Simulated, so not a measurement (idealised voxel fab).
process module | voxel transistor to metal
cross-section cut | 155 nm wide | cells 5 nm
A cross-section is a grid of square cells, given in bands from the top down. A band is one or more rows of cells.
Each band's line starts with the height of the band's top and of its bottom, in nm. Then come its materials from left to right, each with its width in nm. One material with "throughout" fills the band from edge to edge. "air" is empty space.
Height 0 is the level under which the wafer as received is all one material. The lowest band goes on downwards, as in "0 down".
A width such as "30 to 40" changes by the same amount from each row of cells to the next, from the band's top row to its bottom row.
"no change" after a step means that no cell of the cross-section changed.
closed voids: empty space of 8 cells or more with no open way to the top, each as width x height at its distance from the left edge, in nm
after a step's settings: what the simulator itself notes on the step
overlay nm, on a step with a mask: how far to the right of its planned place the mask lay; to the left if negative
plan
1 op RECEIVE | material Si
2 op CONFORMAL_DEP | material SiO2 | thk nm 5
3 op CONFORMAL_DEP | material SiN | thk nm 10
4 op PATTERN | tone cover | mask id ACTIVE | material resist | width nm 100 | thk nm 20 | overlay nm 0
5 op DIRECTIONAL_ETCH | etch materials SiN | depth nm 10
6 op DIRECTIONAL_ETCH | etch materials SiO2 | depth nm 5
7 op DIRECTIONAL_ETCH | etch materials Si | depth nm 25
8 op STRIP | etch materials resist
9 op OXIDIZE | depth nm 5
10 op FILL_DEP | material SiO2 | thk nm 5
11 op CMP | height nm 15
12 op SELECTIVE_ETCH | etch materials SiO2 | depth nm 5
13 op STRIP | etch materials SiN
14 op SELECTIVE_ETCH | etch materials SiO2 | depth nm 5
15 op OXIDIZE | depth nm 5
16 op DIRECTIONAL_DEP | material polySi | thk nm 30
17 op DIRECTIONAL_DEP | material SiCN | thk nm 15
18 op MASKED_ETCH | tone cover | mask id GATE | width nm 20 | etch materials SiCN | depth nm 25 | overlay nm 0
19 op MASKED_ETCH | tone cover | mask id GATE | width nm 20 | etch materials polySi | depth nm 40 | overlay nm 0
20 op CONFORMAL_DEP | material SiN | thk nm 10
21 op DIRECTIONAL_ETCH | etch materials SiN | depth nm 10
22 op DIRECTIONAL_ETCH | etch materials SiO2 | depth nm 5
23 op EPI | material SiGe | thk nm 5
24 op FILL_DEP | material SiO2 | thk nm 10
25 op CMP | height nm 45
26 op DIRECTIONAL_DEP | material SiO2 | thk nm 10
27 op PATTERN | tone open | mask id CONTACT | material resist | width nm 15 | pitch nm 65 | thk nm 20 | overlay nm 0
28 op DIRECTIONAL_ETCH | etch materials SiO2 | depth nm 55
29 op STRIP | etch materials resist
30 op CONFORMAL_DEP | material TiN | thk nm 5
31 op FILL_DEP | material W | thk nm 5
32 op CMP | height nm 55
33 op DIRECTIONAL_DEP | material TiN | thk nm 5
34 op DIRECTIONAL_DEP | material Ru | thk nm 20
35 op PATTERN | tone cover | mask id METAL_1 | material resist | width nm 15 | pitch nm 65 | thk nm 20 | overlay nm 0
36 op DIRECTIONAL_ETCH | etch materials Ru | depth nm 20
37 op DIRECTIONAL_ETCH | etch materials TiN | depth nm 5
38 op STRIP | etch materials resist
39 op FILL_DEP | material SiO2 | thk nm 10
40 op CMP | height nm 80
41 op CONFORMAL_DEP | material SiCN | thk nm 5
42 op DIRECTIONAL_DEP | material lowk | thk nm 25
43 op DIRECTIONAL_DEP | material aC | thk nm 10
44 op PATTERN | tone open | mask id METAL_2 | material resist | width nm 15 | pitch nm 65 | thk nm 30 | overlay nm 0
45 op DIRECTIONAL_ETCH | etch materials aC | depth nm 10
46 op STRIP | etch materials resist
47 op DIRECTIONAL_ETCH | etch materials lowk | depth nm 15
48 op STRIP | etch materials aC
49 op MASKED_ETCH | tone open | mask id METAL_2_HOLES | width nm 15 | pitch nm 65 | etch materials lowk | depth nm 10 | overlay nm 0
50 op MASKED_ETCH | tone open | mask id METAL_2_HOLES | width nm 15 | pitch nm 65 | etch materials SiCN | depth nm 5 | overlay nm 0
51 op CONFORMAL_DEP | material TiN | thk nm 5
52 op FILL_DEP | material Cu | thk nm 10
53 op CMP | height nm 110
54 op CONFORMAL_DEP | material SiN | thk nm 5
as received, after step 1
  0 down: Si throughout
  closed voids: none
a wafer at the end: this start, this plan, one mistake
  115 to 110: SiN throughout
  110 to 85: lowk 35 | TiN 5 | Cu 5 | TiN 5 | lowk 50 | TiN 5 | Cu 5 | TiN 5 | lowk 40
  85 to 80: SiCN 35 | TiN 15 | SiCN 50 | TiN 15 | SiCN 40
  80 to 60: SiO2 35 | Ru 15 | SiO2 50 | Ru 15 | SiO2 40
  60 to 55: SiO2 35 | TiN 15 | SiO2 50 | TiN 15 | SiO2 40
  55 to 45: SiO2 35 | TiN 5 | W 5 | TiN 5 | SiO2 50 | TiN 5 | W 5 | TiN 5 | SiO2 40
  45 to 30: SiO2 35 | TiN 5 | W 5 | TiN 5 | SiO2 5 | SiN 10 | SiCN 20 | SiN 10 | SiO2 5 | TiN 5 | W 5 | TiN 5 | SiO2 40
  30 to 5: SiO2 35 | TiN 5 | W 5 | TiN 5 | SiO2 5 | SiN 10 | polySi 20 | SiN 10 | SiO2 5 | TiN 5 | W 5 | TiN 5 | SiO2 40
  5 to 0: SiO2 20 | SiN 10 | SiO2 5 | TiN 15 | SiO2 5 | SiN 10 | polySi 20 | SiN 10 | SiO2 5 | TiN 15 | SiO2 5 | SiN 10 | SiO2 25
  0 to -5: SiO2 20 | SiN 10 | SiGe 25 | SiO2 40 | SiGe 25 | SiN 10 | SiO2 25
  -5 to -10: SiO2 35 | Si 80 | SiO2 40
  -10 to -30: SiO2 30 | Si 90 | SiO2 35
  -30 down: Si throughout
  closed voids: none
what went wrong: step 2 was left out
